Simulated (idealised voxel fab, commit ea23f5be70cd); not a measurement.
Process module under the name voxel double patterning
The cross-section shown here is cut; it is 175 nm wide and divided into square cells measuring 5 nm on a side.
Format of a cross-section: grid, square cells. Given as bands. Order: top down. Band: one or more rows of cells.
Top, bottom (nm), then materials left to right with widths (nm); lone material tagged "edge to edge" fills the whole band edge to edge; "blank" = empty space.
The level at which height equals 0 is the one under which the wafer, as it arrives, is entirely one material. No lower edge exists for the bottom band, which continues downward and is notated as in "0 -> down".
Width: "30->40" (first number = top row, second number = bottom row, same change from row to row of cells).
You'll sometimes find "everything unchanged" written for a step, and that's the way of saying that nowhere in the cross-section did a cell change during that step.
In the "Fully closed voids" entry, you get each enclosed empty space of 8 cells or more, one with no open way to the top, written width x height at distance, distance from the left edge, in nm.
Note: text after step settings on the step line = simulator remark on that step.
overlay nm: how far to the right of its planned place the mask lay on this masked step (negative: to the left).

[Planned process steps]
1 RECEIVE: material Si
2 CONFORMAL_DEP: material SiN, thk nm 10
3 DIRECTIONAL_DEP: material SiO2, thk nm 20
4 DIRECTIONAL_DEP: material SiCN, thk nm 10
5 MASKED_ETCH: tone open, mask id FIRST, width nm 15, pitch nm 50, etch materials SiCN, depth nm 10, overlay nm 0
6 DIRECTIONAL_DEP: material aC, thk nm 15
7 PATTERN: tone open, mask id SECOND, material resist, width nm 15, thk nm 35, overlay nm 0
8 DIRECTIONAL_ETCH: etch materials aC, depth nm 15
9 STRIP: etch materials resist
10 DIRECTIONAL_ETCH: etch materials SiCN, depth nm 10
11 STRIP: etch materials aC
12 DIRECTIONAL_ETCH: etch materials SiO2, depth nm 20
13 STRIP: etch materials SiCN

[Cross-section of the wafer upon arrival, representing the state reached after step 1]
  0 -> down | Si edge to edge
  Fully closed voids: none

[Looking at the first of two wafers in cross-section at end of module - ran to plan]
  30 -> 10 | SiO2 55 nm / blank 15 nm / SiO2 10 nm / blank 15 nm / SiO2 10 nm / blank 15 nm / SiO2 55 nm
  10 -> 0 | SiN edge to edge
  0 -> down | Si edge to edge
  Fully closed voids: none

[Here is the second of the two wafers cut open at the end of the module - same start, same plan as the first one, but we made one mistake running it]
  30 -> 10 | blank 80 nm / SiO2 15 nm / blank 80 nm
  10 -> 0 | SiN edge to edge
  0 -> down | Si edge to edge
  Fully closed voids: none
what went wrong: off-plan run, step 7, actual operation and settings PATTERN: tone cover, mask id SECOND, material resist, width nm 15, thk nm 35, overlay nm 0
Upon completion, the second wafer contains, in terms of cells, a greater or smaller amount of certain materials than the first wafer: SiO2 -92
